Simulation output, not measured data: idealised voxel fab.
Process module heading - voxel plated lines
Each square cell in cross-section cut measures 5 nm, and the section as a whole is 200 nm wide.
Cross-section layout: square cells on a grid; listed as bands, top to bottom; a band spans one or more cell rows.
Look at the band entry: it leads with the top's height and the bottom's height in nm. Then it lists the materials left to right, with a width in nm for each. The word "everywhere" on a single material says that material fills the band edge to edge. The word "empty" is empty space.
We count height from 0. Below that, the starting wafer is all one material. The lowest band never ends at the bottom but goes on down; see "0..down" for how that is written.
Width "30..40": first value at the band's top row of cells, second value at its bottom row, equal change from row to row.
Reading "left unchanged" for a step: not a cell of the cross-section changed in it.
Any empty space of 8 cells or more lacking an open way to the top shows up in "Closed void inventory" as width x height at distance, distance from the left edge, in nm.
It should be noted that, on the line of a given step, the content following the step's settings is a remark produced by the simulator itself with respect to that step.
overlay nm: how far to the right of its planned place the mask lay on this masked step (negative: to the left).
### Below is the list of planned process steps
| 1 | RECEIVE (material Si) |
| 2 | CONFORMAL_DEP (material SiN; thk nm 5) |
| 3 | DIRECTIONAL_DEP (material TiN; thk nm 5) |
| 4 | PATTERN (tone open; mask id LINES; material resist; width nm 25; pitch nm 45; thk nm 35; overlay nm 0) |
| 5 | EPI (material Ru; thk nm 5) |
| 6 | EPI (material Ru; thk nm 5) |
| 7 | EPI (material Ru; thk nm 10) |
| 8 | STRIP (etch materials resist) |
| 9 | DIRECTIONAL_ETCH (etch materials TiN; depth nm 5) |
| 10 | CONFORMAL_DEP (material SiO2; thk nm 10) |
### Run as planned: first of two wafers
### So this is the incoming wafer in cross-section - it's already been through step 1
- 0..down  Si everywhere
- Closed void inventory: none
### So this is the wafer cross-section right after step 2
- 5..0  SiN everywhere
- Nothing below the height 0 has changed.
### So this is the wafer cross-section right after step 3
- 10..5  TiN everywhere
- Nothing below the height 5 has changed.
### So this is the wafer cross-section right after step 4
- 45..10  resist 40, empty 25, resist 20, empty 25, resist 20, empty 25, resist 45
- Nothing below the height 10 has changed.
### So this is the wafer cross-section right after step 5
- 45..15  resist 40, empty 25, resist 20, empty 25, resist 20, empty 25, resist 45
- 15..10  resist 40, Ru 25, resist 20, Ru 25, resist 20, Ru 25, resist 45
- Nothing below the height 10 has changed.
### So this is the wafer cross-section right after step 6
- 45..20  resist 40, empty 25, resist 20, empty 25, resist 20, empty 25, resist 45
- 20..10  resist 40, Ru 25, resist 20, Ru 25, resist 20, Ru 25, resist 45
- Nothing below the height 10 has changed.
### So this is the wafer cross-section right after step 7
- 45..30  resist 40, empty 25, resist 20, empty 25, resist 20, empty 25, resist 45
- 30..10  resist 40, Ru 25, resist 20, Ru 25, resist 20, Ru 25, resist 45
- Nothing below the height 10 has changed.
### So this is the wafer cross-section right after step 8
- 30..10  empty 40, Ru 25, empty 20, Ru 25, empty 20, Ru 25, empty 45
- Nothing below the height 10 has changed.
### So this is the wafer cross-section right after step 9
- 30..10  empty 40, Ru 25, empty 20, Ru 25, empty 20, Ru 25, empty 45
- 10..5  empty 40, TiN 25, empty 20, TiN 25, empty 20, TiN 25, empty 45
- Nothing below the height 5 has changed.
### So this is the wafer cross-section right after step 10
- 40..30  empty 30, SiO2 135, empty 35
- 30..15  empty 30, SiO2 10, Ru 25, SiO2 20, Ru 25, SiO2 20, Ru 25, SiO2 10, empty 35
- 15..10  SiO2 40, Ru 25, SiO2 20, Ru 25, SiO2 20, Ru 25, SiO2 45
- 10..5  SiO2 40, TiN 25, SiO2 20, TiN 25, SiO2 20, TiN 25, SiO2 45
- Nothing below the height 5 has changed.
### Wafer two. Identical start, identical plan. One mistake in execution. Identical history through step 1
### X-section, second wafer, when step 2 was due to finish
- 15..0  SiN everywhere
- Nothing below the height 0 has changed.
### X-section, second wafer, when step 3 was due to finish
- 20..15  TiN everywhere
- Nothing below the height 15 has changed.
### X-section, second wafer, when step 4 was due to finish
- 55..20  resist 40, empty 25, resist 20, empty 25, resist 20, empty 25, resist 45
- Nothing below the height 20 has changed.
### X-section, second wafer, when step 5 was due to finish
- 55..25  resist 40, empty 25, resist 20, empty 25, resist 20, empty 25, resist 45
- 25..20  resist 40, Ru 25, resist 20, Ru 25, resist 20, Ru 25, resist 45
- Nothing below the height 20 has changed.
### X-section, second wafer, when step 6 was due to finish
- 55..30  resist 40, empty 25, resist 20, empty 25, resist 20, empty 25, resist 45
- 30..20  resist 40, Ru 25, resist 20, Ru 25, resist 20, Ru 25, resist 45
- Nothing below the height 20 has changed.
### X-section, second wafer, when step 7 was due to finish
- 55..40  resist 40, empty 25, resist 20, empty 25, resist 20, empty 25, resist 45
- 40..20  resist 40, Ru 25, resist 20, Ru 25, resist 20, Ru 25, resist 45
- Nothing below the height 20 has changed.
### X-section, second wafer, when step 8 was due to finish
- 40..20  empty 40, Ru 25, empty 20, Ru 25, empty 20, Ru 25, empty 45
- Nothing below the height 20 has changed.
### X-section, second wafer, when step 9 was due to finish
- 40..20  empty 40, Ru 25, empty 20, Ru 25, empty 20, Ru 25, empty 45
- 20..15  empty 40, TiN 25, empty 20, TiN 25, empty 20, TiN 25, empty 45
- Nothing below the height 15 has changed.
### X-section, second wafer, when step 10 was due to finish
- 50..40  empty 30, SiO2 135, empty 35
- 40..25  empty 30, SiO2 10, Ru 25, SiO2 20, Ru 25, SiO2 20, Ru 25, SiO2 10, empty 35
- 25..20  SiO2 40, Ru 25, SiO2 20, Ru 25, SiO2 20, Ru 25, SiO2 45
- 20..15  SiO2 40, TiN 25, SiO2 20, TiN 25, SiO2 20, TiN 25, SiO2 45
- Nothing below the height 15 has changed.
Diagnosis: planned and actual differ for step 2; actual: CONFORMAL_DEP (material SiN; thk nm 15)
Heads up, by the end the second wafer has more or fewer cells of some materials compared to the first: 80 more of SiN
